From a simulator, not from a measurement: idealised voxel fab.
process module | voxel transistor to metal
Cross-section cut: width 245 nm, square cells of 5 nm.
How to read a cross-section here: the picture is a grid of square cells, written as bands going from the top down, and any band can span one or more rows of cells.
In this notation a band is specified by the heights of its top and bottom, in that order and in nm, after which its materials appear from left to right, each paired with its width in nm. The word "full width" attached to a single material means that material fills the band from edge to edge; the word "blank" stands for empty space.
Height 0 is the level under which the wafer as received is all one material. The lowest band goes on downwards, as in "0..down".
A width such as "30..40" changes by the same amount from each row of cells to the next, from the band's top row to its bottom row.
Where the words "no modification" appear for a step, the cross-section shows no cell changed by that step; every cell remained as before.
Look at "Enclosed void entries" for the closed voids: empty spaces with no open path to the top, sized 8 cells or up. Each is width x height at distance, distance from the left edge, all nm.
If you see something after the settings on a step's line, that's the simulator's own remark about that step.
If you see "overlay nm" on a step's line and that step has a mask, it's telling you how far right of where it was planned the mask ended up; a negative number means it went left instead.

**Process steps - plan**
| 1 | op RECEIVE | material Si |
| 2 | op OXIDIZE | depth nm 5 |
| 3 | op CONFORMAL_DEP | material SiN | thk nm 10 |
| 4 | op MASKED_ETCH | tone cover | mask id ACTIVE | width nm 95 | pitch nm 115 | etch materials SiN | depth nm 10 | overlay nm 0 |
| 5 | op MASKED_ETCH | tone cover | mask id ACTIVE | width nm 95 | pitch nm 115 | etch materials SiO2 | depth nm 5 | overlay nm 0 |
| 6 | op MASKED_ETCH | tone cover | mask id ACTIVE | width nm 95 | pitch nm 115 | etch materials Si | depth nm 35 | overlay nm 0 |
| 7 | op OXIDIZE | depth nm 5 |
| 8 | op FILL_DEP | material SiO2 | thk nm 10 |
| 9 | op CMP | height nm 10 |
| 10 | op SELECTIVE_ETCH | etch materials SiO2 | depth nm 10 |
| 11 | op STRIP | etch materials SiN |
| 12 | op SELECTIVE_ETCH | etch materials SiO2 | depth nm 5 |
| 13 | op OXIDIZE | depth nm 5 |
| 14 | op DIRECTIONAL_DEP | material polySi | thk nm 30 |
| 15 | op DIRECTIONAL_DEP | material SiCN | thk nm 15 |
| 16 | op MASKED_ETCH | tone cover | mask id GATE | width nm 25 | pitch nm 115 | etch materials SiCN | depth nm 25 | overlay nm 0 |
| 17 | op MASKED_ETCH | tone cover | mask id GATE | width nm 25 | pitch nm 115 | etch materials polySi | depth nm 40 | overlay nm 0 |
| 18 | op CONFORMAL_DEP | material SiN | thk nm 10 |
| 19 | op DIRECTIONAL_ETCH | etch materials SiN | depth nm 10 |
| 20 | op DIRECTIONAL_ETCH | etch materials SiO2 | depth nm 5 |
| 21 | op DIRECTIONAL_ETCH | etch materials Si | depth nm 10 |
| 22 | op EPI | material SiGe | thk nm 10 |
| 23 | op FILL_DEP | material SiO2 | thk nm 5 |
| 24 | op CMP | height nm 25 |
| 25 | op STRIP | etch materials polySi |
| 26 | op SELECTIVE_ETCH | etch materials SiO2 | depth nm 5 |
| 27 | op CONFORMAL_DEP | material HfO2 | thk nm 5 |
| 28 | op CONFORMAL_DEP | material TiN | thk nm 5 |
| 29 | op FILL_DEP | material W | thk nm 10 |
| 30 | op CMP | height nm 20 |
| 31 | op DIRECTIONAL_DEP | material SiO2 | thk nm 15 |
| 32 | op DIRECTIONAL_DEP | material aC | thk nm 10 |
| 33 | op PATTERN | tone open | mask id CONTACT | material resist | width nm 15 | thk nm 30 | overlay nm 0 |
| 34 | op DIRECTIONAL_ETCH | etch materials aC | depth nm 10 |
| 35 | op STRIP | etch materials resist |
| 36 | op DIRECTIONAL_ETCH | etch materials SiO2 | depth nm 45 |
| 37 | op STRIP | etch materials aC |
| 38 | op CONFORMAL_DEP | material TiN | thk nm 5 |
| 39 | op FILL_DEP | material W | thk nm 5 |
| 40 | op CMP | height nm 35 |
| 41 | op CONFORMAL_DEP | material SiCN | thk nm 5 |
| 42 | op DIRECTIONAL_DEP | material lowk | thk nm 25 |
| 43 | op DIRECTIONAL_DEP | material aC | thk nm 15 |
| 44 | op PATTERN | tone open | mask id METAL_1 | material resist | width nm 15 | thk nm 35 | overlay nm 0 |
| 45 | op DIRECTIONAL_ETCH | etch materials aC | depth nm 15 |
| 46 | op STRIP | etch materials resist |
| 47 | op DIRECTIONAL_ETCH | etch materials lowk | depth nm 25 |
| 48 | op DIRECTIONAL_ETCH | etch materials SiCN | depth nm 5 |
| 49 | op STRIP | etch materials aC |
| 50 | op CONFORMAL_DEP | material TiN | thk nm 5 |
| 51 | op FILL_DEP | material Cu | thk nm 10 |
| 52 | op CMP | height nm 65 |
| 53 | op CONFORMAL_DEP | material SiCN | thk nm 5 |
| 54 | op DIRECTIONAL_DEP | material SiO2 | thk nm 25 |
| 55 | op DIRECTIONAL_DEP | material aC | thk nm 10 |
| 56 | op PATTERN | tone open | mask id METAL_2 | material resist | width nm 15 | pitch nm 115 | thk nm 25 | overlay nm 0 |
| 57 | op DIRECTIONAL_ETCH | etch materials aC | depth nm 10 |
| 58 | op STRIP | etch materials resist |
| 59 | op DIRECTIONAL_ETCH | etch materials SiO2 | depth nm 15 |
| 60 | op STRIP | etch materials aC |
| 61 | op DIRECTIONAL_DEP | material aC | thk nm 15 |
| 62 | op PATTERN | tone open | mask id METAL_2_HOLES | material resist | width nm 15 | pitch nm 115 | thk nm 35 | overlay nm 0 |
| 63 | op DIRECTIONAL_ETCH | etch materials aC | depth nm 15 |
| 64 | op STRIP | etch materials resist |
| 65 | op DIRECTIONAL_ETCH | etch materials SiO2 | depth nm 10 |
| 66 | op DIRECTIONAL_ETCH | etch materials SiCN | depth nm 5 |
| 67 | op STRIP | etch materials aC |
| 68 | op CONFORMAL_DEP | material TiN | thk nm 5 |
| 69 | op FILL_DEP | material Cu | thk nm 10 |
| 70 | op CMP | height nm 95 |
| 71 | op CONFORMAL_DEP | material SiN | thk nm 5 |

**Received-state cross-section, reflecting completion of step 1**
	0..down = Si full width
	Enclosed void entries: none

**Cross-sectional result after module completion. Note: starting condition and plan are unchanged from above; one processing mistake was made**
	100..95 = SiN full width
	95..70 = 20 SiO2  5 TiN  5 Cu  5 TiN  100 SiO2  5 TiN  5 Cu  5 TiN  95 SiO2
	70..65 = 20 SiCN  15 TiN  100 SiCN  15 TiN  95 SiCN
	65..40 = 20 lowk  5 TiN  5 Cu  5 TiN  55 lowk  5 TiN  5 Cu  5 TiN  30 lowk  5 TiN  5 Cu  5 TiN  55 lowk  5 TiN  5 Cu  5 TiN  25 lowk
	40..35 = 20 SiCN  15 TiN  55 SiCN  15 TiN  30 SiCN  15 TiN  55 SiCN  15 TiN  25 SiCN
	35..20 = 20 SiO2  5 TiN  5 W  5 TiN  55 SiO2  5 TiN  5 W  5 TiN  30 SiO2  5 TiN  5 W  5 TiN  55 SiO2  5 TiN  5 W  5 TiN  25 SiO2
	20..5 = 20 SiO2  5 TiN  5 W  5 TiN  5 SiO2  10 SiN  5 TiN  5 HfO2  5 W  5 HfO2  5 TiN  10 SiN  5 SiO2  5 TiN  5 W  5 TiN  30 SiO2  5 TiN  5 W  5 TiN  5 SiO2  10 SiN  5 TiN  5 HfO2  5 W  5 HfO2  5 TiN  10 SiN  5 SiO2  5 TiN  5 W  5 TiN  25 SiO2
	5..0 = 20 SiO2  15 TiN  5 SiO2  10 SiN  5 TiN  5 HfO2  5 W  5 HfO2  5 TiN  10 SiN  5 SiO2  15 TiN  30 SiO2  15 TiN  5 SiO2  10 SiN  5 TiN  5 HfO2  5 W  5 HfO2  5 TiN  10 SiN  5 SiO2  15 TiN  25 SiO2
	0..-5 = 20 SiO2  10 TiN  10 SiGe  10 SiN  5 TiN  15 HfO2  5 TiN  10 SiN  10 SiGe  10 TiN  30 SiO2  10 TiN  10 SiGe  10 SiN  5 TiN  15 HfO2  5 TiN  10 SiN  10 SiGe  10 TiN  25 SiO2
	-5..-10 = 20 SiO2  10 TiN  10 SiGe  5 SiO2  35 TiN  5 SiO2  10 SiGe  10 TiN  30 SiO2  10 TiN  10 SiGe  5 SiO2  35 TiN  5 SiO2  10 SiGe  10 TiN  25 SiO2
	-10..-20 = 20 SiO2  20 SiGe  45 Si  20 SiGe  30 SiO2  20 SiGe  45 Si  20 SiGe  25 SiO2
	-20..-45 = 20 SiO2  85 Si  30 SiO2  85 Si  25 SiO2
	-45..down = Si full width
	Enclosed void entries: none
Want to know what went wrong? it was found that steps 27 and 28 of the process plan had been performed in exchanged positions
